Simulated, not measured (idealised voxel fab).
Proc. module: voxel trench capacitor
FYI the section here is cut, 285 nm wide, cells are 5 nm squares.
This document writes a cross-section as a grid whose cells are square, and gives it as bands, listed from the top down; one or more rows of cells form a band.
Top height, bottom height, nm. Materials left to right, width each, nm. Single material + "throughout" = fills band edge to edge. "empty" = empty.
We count height from 0. Below that, the starting wafer is all one material. The lowest band never ends at the bottom but goes on down; see "0 -> down" for how that is written.
So if you see something like "30->40" for the width, read it as the top row of the band sitting at the first number and the bottom row at the second, with every row in between moving by the same amount as the last.
"changes: none", as given for a step, is the statement that not any cell of the cross-section underwent a change during that step.
This entry, "Enclosed void entries", enumerates those empty regions of no fewer than 8 cells that possess no open connection to the top. Each region is reported in the form width x height at distance, the distance being taken from the left edge, with all three quantities expressed in nm.
Text after the settings on a step's line: the simulator's own remark on that step.
"overlay nm" answers the question of how far to the right of plan the mask lay on a step that has a mask, and when it is negative the answer is to the left.

-- Steps planned for the process
- 1: op RECEIVE | material Si
- 2: op CONFORMAL_DEP | material SiN | thk nm 5
- 3: op DIRECTIONAL_DEP | material aC | thk nm 10
- 4: op PATTERN | tone open | mask id TRENCH | material resist | width nm 25 | pitch nm 40 | thk nm 30 | overlay nm 0
- 5: op DIRECTIONAL_ETCH | etch materials aC | depth nm 10
- 6: op STRIP | etch materials resist
- 7: op DIRECTIONAL_ETCH | etch materials SiN | depth nm 5
- 8: op DIRECTIONAL_ETCH | etch materials Si | depth nm 40
- 9: op STRIP | etch materials aC
- 10: op CONFORMAL_DEP | material Al2O3 | thk nm 5
- 11: op CONFORMAL_DEP | material TiN | thk nm 5
- 12: op FILL_DEP | material W | thk nm 10
- 13: op CMP | height nm 5

-- Run as planned: first of two wafers

-- The cross-section here shows the wafer as received, i.e. in its state after step 1
	0 -> down  Si throughout
	Enclosed void entries: none

-- How the wafer stands in section after step 2
	5 -> 0  SiN throughout
	No changes below 0.

-- How the wafer stands in section after step 3
	15 -> 5  aC throughout
	No changes below 5.

-- How the wafer stands in section after step 4
	45 -> 15  resist 110 nm, then empty 25 nm, then resist 15 nm, then empty 25 nm, then resist 110 nm
	No changes below 15.

-- How the wafer stands in section after step 5
	35 -> 15  resist 110 nm, then empty 25 nm, then resist 15 nm, then empty 25 nm, then resist 110 nm
	15 -> 5  aC 110 nm, then empty 25 nm, then aC 15 nm, then empty 25 nm, then aC 110 nm
	No changes below 5.

-- How the wafer stands in section after step 6
	15 -> 5  aC 110 nm, then empty 25 nm, then aC 15 nm, then empty 25 nm, then aC 110 nm
	No changes below 5.

-- How the wafer stands in section after step 7
	15 -> 5  aC 110 nm, then empty 25 nm, then aC 15 nm, then empty 25 nm, then aC 110 nm
	5 -> 0  SiN 110 nm, then empty 25 nm, then SiN 15 nm, then empty 25 nm, then SiN 110 nm
	No changes below 0.

-- How the wafer stands in section after step 8
	15 -> 5  aC 110 nm, then empty 25 nm, then aC 15 nm, then empty 25 nm, then aC 110 nm
	5 -> 0  SiN 110 nm, then empty 25 nm, then SiN 15 nm, then empty 25 nm, then SiN 110 nm
	0 -> -40  Si 110 nm, then empty 25 nm, then Si 15 nm, then empty 25 nm, then Si 110 nm
	No changes below -40.

-- How the wafer stands in section after step 9
	5 -> 0  SiN 110 nm, then empty 25 nm, then SiN 15 nm, then empty 25 nm, then SiN 110 nm
	No changes below 0.

-- How the wafer stands in section after step 10
	10 -> 5  Al2O3 115 nm, then empty 15 nm, then Al2O3 25 nm, then empty 15 nm, then Al2O3 115 nm
	5 -> 0  SiN 110 nm, then Al2O3 5 nm, then empty 15 nm, then Al2O3 5 nm, then SiN 15 nm, then Al2O3 5 nm, then empty 15 nm, then Al2O3 5 nm, then SiN 110 nm
	0 -> -35  Si 110 nm, then Al2O3 5 nm, then empty 15 nm, then Al2O3 5 nm, then Si 15 nm, then Al2O3 5 nm, then empty 15 nm, then Al2O3 5 nm, then Si 110 nm
	-35 -> -40  Si 110 nm, then Al2O3 25 nm, then Si 15 nm, then Al2O3 25 nm, then Si 110 nm
	No changes below -40.

-- How the wafer stands in section after step 11
	15 -> 10  TiN 120 nm, then empty 5 nm, then TiN 35 nm, then empty 5 nm, then TiN 120 nm
	10 -> 5  Al2O3 115 nm, then TiN 5 nm, then empty 5 nm, then TiN 5 nm, then Al2O3 25 nm, then TiN 5 nm, then empty 5 nm, then TiN 5 nm, then Al2O3 115 nm
	5 -> 0  SiN 110 nm, then Al2O3 5 nm, then TiN 5 nm, then empty 5 nm, then TiN 5 nm, then Al2O3 5 nm, then SiN 15 nm, then Al2O3 5 nm, then TiN 5 nm, then empty 5 nm, then TiN 5 nm, then Al2O3 5 nm, then SiN 110 nm
	0 -> -30  Si 110 nm, then Al2O3 5 nm, then TiN 5 nm, then empty 5 nm, then TiN 5 nm, then Al2O3 5 nm, then Si 15 nm, then Al2O3 5 nm, then TiN 5 nm, then empty 5 nm, then TiN 5 nm, then Al2O3 5 nm, then Si 110 nm
	-30 -> -35  Si 110 nm, then Al2O3 5 nm, then TiN 15 nm, then Al2O3 5 nm, then Si 15 nm, then Al2O3 5 nm, then TiN 15 nm, then Al2O3 5 nm, then Si 110 nm
	No changes below -35.

-- How the wafer stands in section after step 12
	25 -> 15  W throughout
	15 -> 10  TiN 120 nm, then W 5 nm, then TiN 35 nm, then W 5 nm, then TiN 120 nm
	10 -> 5  Al2O3 115 nm, then TiN 5 nm, then W 5 nm, then TiN 5 nm, then Al2O3 25 nm, then TiN 5 nm, then W 5 nm, then TiN 5 nm, then Al2O3 115 nm
	5 -> 0  SiN 110 nm, then Al2O3 5 nm, then TiN 5 nm, then W 5 nm, then TiN 5 nm, then Al2O3 5 nm, then SiN 15 nm, then Al2O3 5 nm, then TiN 5 nm, then W 5 nm, then TiN 5 nm, then Al2O3 5 nm, then SiN 110 nm
	0 -> -30  Si 110 nm, then Al2O3 5 nm, then TiN 5 nm, then W 5 nm, then TiN 5 nm, then Al2O3 5 nm, then Si 15 nm, then Al2O3 5 nm, then TiN 5 nm, then W 5 nm, then TiN 5 nm, then Al2O3 5 nm, then Si 110 nm
	No changes below -30.

-- How the wafer stands in section after step 13
	5 -> 0  SiN 110 nm, then Al2O3 5 nm, then TiN 5 nm, then W 5 nm, then TiN 5 nm, then Al2O3 5 nm, then SiN 15 nm, then Al2O3 5 nm, then TiN 5 nm, then W 5 nm, then TiN 5 nm, then Al2O3 5 nm, then SiN 110 nm
	No changes below 0.

-- Second wafer. Start and plan as for the first. One mistake made in running. Agrees with the first up to and including step 1

-- Cross-section: second wafer, time at which step 2 was scheduled to end
	5 -> 0  TiN throughout
	No changes below 0.

-- Cross-section: second wafer, time at which step 3 was scheduled to end
	15 -> 5  aC throughout
	No changes below 5.

-- Cross-section: second wafer, time at which step 4 was scheduled to end
	45 -> 15  resist 110 nm, then empty 25 nm, then resist 15 nm, then empty 25 nm, then resist 110 nm
	No changes below 15.

-- Cross-section: second wafer, time at which step 5 was scheduled to end
	35 -> 15  resist 110 nm, then empty 25 nm, then resist 15 nm, then empty 25 nm, then resist 110 nm
	15 -> 5  aC 110 nm, then empty 25 nm, then aC 15 nm, then empty 25 nm, then aC 110 nm
	No changes below 5.

-- Cross-section: second wafer, time at which step 6 was scheduled to end
	15 -> 5  aC 110 nm, then empty 25 nm, then aC 15 nm, then empty 25 nm, then aC 110 nm
	No changes below 5.

Cross-section: second wafer, time at which step 7 was scheduled to end: changes: none

Cross-section: second wafer, time at which step 8 was scheduled to end: changes: none

-- Cross-section: second wafer, time at which step 9 was scheduled to end
	5 -> 0  TiN throughout
	No changes below 0.

-- Cross-section: second wafer, time at which step 10 was scheduled to end
	10 -> 5  Al2O3 throughout
	No changes below 5.

-- Cross-section: second wafer, time at which step 11 was scheduled to end
	15 -> 10  TiN throughout
	No changes below 10.

-- Cross-section: second wafer, time at which step 12 was scheduled to end
	25 -> 15  W throughout
	No changes below 15.

-- Cross-section: second wafer, time at which step 13 was scheduled to end
	5 -> 0  TiN throughout
	No changes below 0.
Nonconformance to the process plan: step 2 changed vs plan, executed as op CONFORMAL_DEP | material TiN | thk nm 5
Final cells, second wafer relative to first, materials higher or lower: Al2O3 -42, Si +80, SiN -47, TiN +23, W -14
